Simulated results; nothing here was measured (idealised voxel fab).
Module name: voxel spacer lines (process module)
Square cells of 5 nm make up the cross-section cut, whose width is 245 nm.
This document writes a cross-section as a grid whose cells are square, and gives it as bands, listed from the top down; one or more rows of cells form a band. Top height, bottom height, nm. Materials left to right, width each, nm. Single material + "all across" = fills band edge to edge. "blank" = empty. Note: height 0 marks the level under which the wafer is uniformly one material as received. Lowest band unbounded below, written "0 nm and below". With a width like "30..40", each row of cells in the band differs from the next by the same amount, the top row carrying the first number and the bottom row the second. You'll sometimes find "remained unchanged" written for a step, and that's the way of saying that nowhere in the cross-section did a cell change during that step. Closed empty spaces (no open way to the top) of 8 cells or more are what "Closed-off voids" lists, each as width x height at distance from the left edge, nm for all three. Whatever follows a step's settings on its line is a remark the simulator itself makes about that step. The optional step-line setting "overlay nm" applies to steps with a mask and quantifies how far to the right of its planned location the mask lay, a negative value indicating leftward placement.

[Below is the list of planned process steps]
1,RECEIVE: material Si
2,CONFORMAL_DEP: material Al2O3, thk nm 5
3,DIRECTIONAL_DEP: material W, thk nm 20
4,DIRECTIONAL_DEP: material aC, thk nm 25
5,PATTERN: tone cover, mask id MANDREL, material resist, width nm 25, pitch nm 70, thk nm 30, overlay nm 0
6,DIRECTIONAL_ETCH: etch materials aC, depth nm 25
7,STRIP: etch materials resist
8,CONFORMAL_DEP: material SiO2, thk nm 10
9,DIRECTIONAL_ETCH: etch materials SiO2, depth nm 10
10,STRIP: etch materials aC
11,DIRECTIONAL_ETCH: etch materials W, depth nm 20
12,STRIP: etch materials SiO2

[The first of the two wafers, which ran as planned]

[Cross-section of the incoming wafer, state after step 1]
- 0 nm and below: Si all across
- Closed-off voids: none

[State of the wafer after step 2, shown in cross-section]
- 5 nm to 0 nm: Al2O3 all across
- Unchanged below 0.

[State of the wafer after step 3, shown in cross-section]
- 25 nm to 5 nm: W all across
- Unchanged below 5.

[State of the wafer after step 4, shown in cross-section]
- 50 nm to 25 nm: aC all across
- Unchanged below 25.

[State of the wafer after step 5, shown in cross-section]
- 80 nm to 50 nm: blank 75 nm, then resist 25 nm, then blank 45 nm, then resist 25 nm, then blank 75 nm
- Unchanged below 50.

[State of the wafer after step 6, shown in cross-section]
- 55 nm to 50 nm: blank 75 nm, then resist 25 nm, then blank 45 nm, then resist 25 nm, then blank 75 nm
- 50 nm to 25 nm: blank 75 nm, then aC 25 nm, then blank 45 nm, then aC 25 nm, then blank 75 nm
- Unchanged below 25.

[State of the wafer after step 7, shown in cross-section]
- 50 nm to 25 nm: blank 75 nm, then aC 25 nm, then blank 45 nm, then aC 25 nm, then blank 75 nm
- Unchanged below 25.

[State of the wafer after step 8, shown in cross-section]
- 60 nm to 50 nm: blank 65 nm, then SiO2 45 nm, then blank 25 nm, then SiO2 45 nm, then blank 65 nm
- 50 nm to 35 nm: blank 65 nm, then SiO2 10 nm, then aC 25 nm, then SiO2 10 nm, then blank 25 nm, then SiO2 10 nm, then aC 25 nm, then SiO2 10 nm, then blank 65 nm
- 35 nm to 25 nm: SiO2 75 nm, then aC 25 nm, then SiO2 45 nm, then aC 25 nm, then SiO2 75 nm
- Unchanged below 25.

[State of the wafer after step 9, shown in cross-section]
- 50 nm to 25 nm: blank 65 nm, then SiO2 10 nm, then aC 25 nm, then SiO2 10 nm, then blank 25 nm, then SiO2 10 nm, then aC 25 nm, then SiO2 10 nm, then blank 65 nm
- Unchanged below 25.

[State of the wafer after step 10, shown in cross-section]
- 50 nm to 25 nm: blank 65 nm, then SiO2 10 nm, then blank 25 nm, then SiO2 10 nm, then blank 25 nm, then SiO2 10 nm, then blank 25 nm, then SiO2 10 nm, then blank 65 nm
- Unchanged below 25.

[State of the wafer after step 11, shown in cross-section]
- 50 nm to 25 nm: blank 65 nm, then SiO2 10 nm, then blank 25 nm, then SiO2 10 nm, then blank 25 nm, then SiO2 10 nm, then blank 25 nm, then SiO2 10 nm, then blank 65 nm
- 25 nm to 5 nm: blank 65 nm, then W 10 nm, then blank 25 nm, then W 10 nm, then blank 25 nm, then W 10 nm, then blank 25 nm, then W 10 nm, then blank 65 nm
- Unchanged below 5.

[State of the wafer after step 12, shown in cross-section]
- 25 nm to 5 nm: blank 65 nm, then W 10 nm, then blank 25 nm, then W 10 nm, then blank 25 nm, then W 10 nm, then blank 25 nm, then W 10 nm, then blank 65 nm
- Unchanged below 5.

[Second wafer - shared start and plan with the first - one error in running - same as the first up to step 1 inclusive]

Cross-sectional view of the second wafer at the intended end time of process step 2: remained unchanged

[Cross-sectional view of the second wafer at the intended end time of process step 3]
- 20 nm to 0 nm: W all across
- Unchanged below 0.

[Cross-sectional view of the second wafer at the intended end time of process step 4]
- 45 nm to 20 nm: aC all across
- Unchanged below 20.

[Cross-sectional view of the second wafer at the intended end time of process step 5]
- 75 nm to 45 nm: blank 75 nm, then resist 25 nm, then blank 45 nm, then resist 25 nm, then blank 75 nm
- Unchanged below 45.

[Cross-sectional view of the second wafer at the intended end time of process step 6]
- 50 nm to 45 nm: blank 75 nm, then resist 25 nm, then blank 45 nm, then resist 25 nm, then blank 75 nm
- 45 nm to 20 nm: blank 75 nm, then aC 25 nm, then blank 45 nm, then aC 25 nm, then blank 75 nm
- Unchanged below 20.

[Cross-sectional view of the second wafer at the intended end time of process step 7]
- 45 nm to 20 nm: blank 75 nm, then aC 25 nm, then blank 45 nm, then aC 25 nm, then blank 75 nm
- Unchanged below 20.

[Cross-sectional view of the second wafer at the intended end time of process step 8]
- 55 nm to 45 nm: blank 65 nm, then SiO2 45 nm, then blank 25 nm, then SiO2 45 nm, then blank 65 nm
- 45 nm to 30 nm: blank 65 nm, then SiO2 10 nm, then aC 25 nm, then SiO2 10 nm, then blank 25 nm, then SiO2 10 nm, then aC 25 nm, then SiO2 10 nm, then blank 65 nm
- 30 nm to 20 nm: SiO2 75 nm, then aC 25 nm, then SiO2 45 nm, then aC 25 nm, then SiO2 75 nm
- Unchanged below 20.

[Cross-sectional view of the second wafer at the intended end time of process step 9]
- 45 nm to 20 nm: blank 65 nm, then SiO2 10 nm, then aC 25 nm, then SiO2 10 nm, then blank 25 nm, then SiO2 10 nm, then aC 25 nm, then SiO2 10 nm, then blank 65 nm
- Unchanged below 20.

[Cross-sectional view of the second wafer at the intended end time of process step 10]
- 45 nm to 20 nm: blank 65 nm, then SiO2 10 nm, then blank 25 nm, then SiO2 10 nm, then blank 25 nm, then SiO2 10 nm, then blank 25 nm, then SiO2 10 nm, then blank 65 nm
- Unchanged below 20.

[Cross-sectional view of the second wafer at the intended end time of process step 11]
- 45 nm to 20 nm: blank 65 nm, then SiO2 10 nm, then blank 25 nm, then SiO2 10 nm, then blank 25 nm, then SiO2 10 nm, then blank 25 nm, then SiO2 10 nm, then blank 65 nm
- 20 nm to 0 nm: blank 65 nm, then W 10 nm, then blank 25 nm, then W 10 nm, then blank 25 nm, then W 10 nm, then blank 25 nm, then W 10 nm, then blank 65 nm
- Unchanged below 0.

[Cross-sectional view of the second wafer at the intended end time of process step 12]
- 20 nm to 0 nm: blank 65 nm, then W 10 nm, then blank 25 nm, then W 10 nm, then blank 25 nm, then W 10 nm, then blank 25 nm, then W 10 nm, then blank 65 nm
- Unchanged below 0.
Which mistake was made when the wafer was run? step 2 of the plan was jumped over and never run
at the end the second wafer has, in cells: 49 fewer of Al2O3
